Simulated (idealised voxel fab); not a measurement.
The document below concerns the process module designated voxel gate over fins.
This is section cut - it's 250 nm across, gridded in 5 nm square cells.
In what follows, cross-sections appear as grids of square cells, described through bands that run from the top down, where every band is one or more rows of cells.
Look at the band entry: it leads with the top's height and the bottom's height in nm. Then it lists the materials left to right, with a width in nm for each. The word "all across" on a single material says that material fills the band edge to edge. The word "empty" is empty space.
All heights in this document are referenced to 0, defined as the level beneath which the wafer, as received, consists entirely of one material. The lowest band is not bounded below; it extends indefinitely downward and is written in the form "0..down".
Note: "30 to 40" means the width goes from the first number (top row of the band) to the second number (bottom row) in equal steps per row of cells.
Where a step carries "no alteration", the cross-section came out of it unchanged, cell for cell.
Empty spaces counting at least 8 cells and having no open way to the top are listed in "Cavities, sealed". The notation width x height at distance is used for each, the distance being from the left edge and all three values in nm.
On each step's line, the part that comes after the settings is the simulator's own comment on the step.
"overlay nm" answers the question of how far to the right of plan the mask lay on a step that has a mask, and when it is negative the answer is to the left.

**Process steps foreseen in the plan**
1: op RECEIVE | material Si
2: op CONFORMAL_DEP | material SiN | thk nm 5
3: op PATTERN | tone cover | mask id FINS | material resist | width nm 15 | pitch nm 50 | thk nm 20 | overlay nm 0
4: op DIRECTIONAL_ETCH | etch materials SiN | depth nm 5
5: op DIRECTIONAL_ETCH | etch materials Si | depth nm 35
6: op STRIP | etch materials resist
7: op OXIDIZE | depth nm 5
8: op FILL_DEP | material SiO2 | thk nm 15
9: op CMP | height nm 5
10: op PATTERN | tone open | mask id RAIL | material resist | width nm 15 | thk nm 20 | overlay nm 0
11: op DIRECTIONAL_ETCH | etch materials SiO2 | depth nm 35
12: op STRIP | etch materials resist
13: op CONFORMAL_DEP | material TiN | thk nm 5
14: op FILL_DEP | material W | thk nm 5
15: op CMP | height nm 5
16: op SELECTIVE_ETCH | etch materials W Ru TiN | depth nm 25
17: op FILL_DEP | material SiO2 | thk nm 5
18: op CMP | height nm 5
19: op SELECTIVE_ETCH | etch materials SiO2 | depth nm 20
20: op STRIP | etch materials SiN
21: op CONFORMAL_DEP | material HfO2 | thk nm 5
22: op CONFORMAL_DEP | material TiN | thk nm 5
23: op FILL_DEP | material W | thk nm 10
24: op CMP | height nm 15
25: op CONFORMAL_DEP | material SiN | thk nm 5

**as received, after step 1**
    0..down = Si all across
    Cavities, sealed: none

**End-of-module cross-section of the first of two wafers, processed as planned**
    20..15 = SiN all across
    15..10 = W all across
    10..5 = W: 60; TiN: 25; W: 25; TiN: 25; W: 25; TiN: 25; W: 65
    5..0 = W: 60; TiN: 5; HfO2: 15; TiN: 5; W: 25; TiN: 5; HfO2: 15; TiN: 5; W: 25; TiN: 5; HfO2: 15; TiN: 5; W: 65
    0..-5 = W: 60; TiN: 5; HfO2: 5; Si: 5; HfO2: 5; TiN: 5; W: 25; TiN: 5; HfO2: 5; Si: 5; HfO2: 5; TiN: 5; W: 25; TiN: 5; HfO2: 5; Si: 5; HfO2: 5; TiN: 5; W: 65
    -5..-10 = TiN: 65; HfO2: 5; Si: 5; HfO2: 5; TiN: 35; HfO2: 5; Si: 5; HfO2: 5; TiN: 35; HfO2: 5; Si: 5; HfO2: 5; TiN: 70
    -10..-15 = HfO2: 70; Si: 5; HfO2: 45; Si: 5; HfO2: 45; Si: 5; HfO2: 75
    -15..-20 = SiO2: 70; Si: 5; SiO2: 45; Si: 5; SiO2: 45; Si: 5; SiO2: 75
    -20..-25 = SiO2: 70; Si: 5; SiO2: 15; TiN: 5; W: 5; TiN: 5; SiO2: 15; Si: 5; SiO2: 45; Si: 5; SiO2: 75
    -25..-30 = SiO2: 70; Si: 5; SiO2: 15; TiN: 15; SiO2: 15; Si: 5; SiO2: 45; Si: 5; SiO2: 75
    -30..-40 = SiO2: 70; Si: 5; SiO2: 45; Si: 5; SiO2: 45; Si: 5; SiO2: 75
    -40..down = Si all across
    Cavities, sealed: none

**Cross-sectional image of the second wafer of the two following completion of the module. Starting state and process plan were the same as for the first wafer; one execution error occurred**
    20..15 = SiN all across
    15..10 = W: 80; TiN: 35; W: 135
    10..5 = W: 60; TiN: 25; HfO2: 25; TiN: 25; W: 25; TiN: 25; W: 65
    5..0 = W: 60; TiN: 5; HfO2: 15; TiN: 5; HfO2: 5; TiN: 5; HfO2: 5; TiN: 5; HfO2: 5; TiN: 5; HfO2: 15; TiN: 5; W: 25; TiN: 5; HfO2: 15; TiN: 5; W: 65
    0..-5 = W: 60; TiN: 5; HfO2: 5; Si: 5; HfO2: 5; TiN: 5; HfO2: 5; TiN: 5; HfO2: 5; TiN: 5; HfO2: 5; TiN: 5; HfO2: 5; Si: 5; HfO2: 5; TiN: 5; W: 25; TiN: 5; HfO2: 5; Si: 5; HfO2: 5; TiN: 5; W: 65
    -5..-10 = TiN: 65; HfO2: 5; Si: 5; HfO2: 5; TiN: 5; HfO2: 5; TiN: 5; HfO2: 5; TiN: 5; HfO2: 5; TiN: 5; HfO2: 5; Si: 5; HfO2: 5; TiN: 35; HfO2: 5; Si: 5; HfO2: 5; TiN: 70
    -10..-15 = HfO2: 70; Si: 5; HfO2: 15; TiN: 5; HfO2: 5; TiN: 5; HfO2: 15; Si: 5; HfO2: 45; Si: 5; HfO2: 75
    -15..-20 = SiO2: 70; Si: 5; SiO2: 15; TiN: 5; SiO2: 5; TiN: 5; SiO2: 15; Si: 5; SiO2: 45; Si: 5; SiO2: 75
    -20..-25 = SiO2: 70; Si: 5; SiO2: 15; TiN: 5; W: 5; TiN: 5; SiO2: 15; Si: 5; SiO2: 45; Si: 5; SiO2: 75
    -25..-30 = SiO2: 70; Si: 5; SiO2: 15; TiN: 15; SiO2: 15; Si: 5; SiO2: 45; Si: 5; SiO2: 75
    -30..-40 = SiO2: 70; Si: 5; SiO2: 45; Si: 5; SiO2: 45; Si: 5; SiO2: 75
    -40..down = Si all across
    Cavities, sealed: none
In executing the process, a mistake was made relative to the plan: step 16 did not happen as planned, as run it was op SELECTIVE_ETCH | etch materials W | depth nm 25
Final cells, second wafer relative to first, materials higher or lower: HfO2 +12, SiO2 -2, TiN +12, W -22
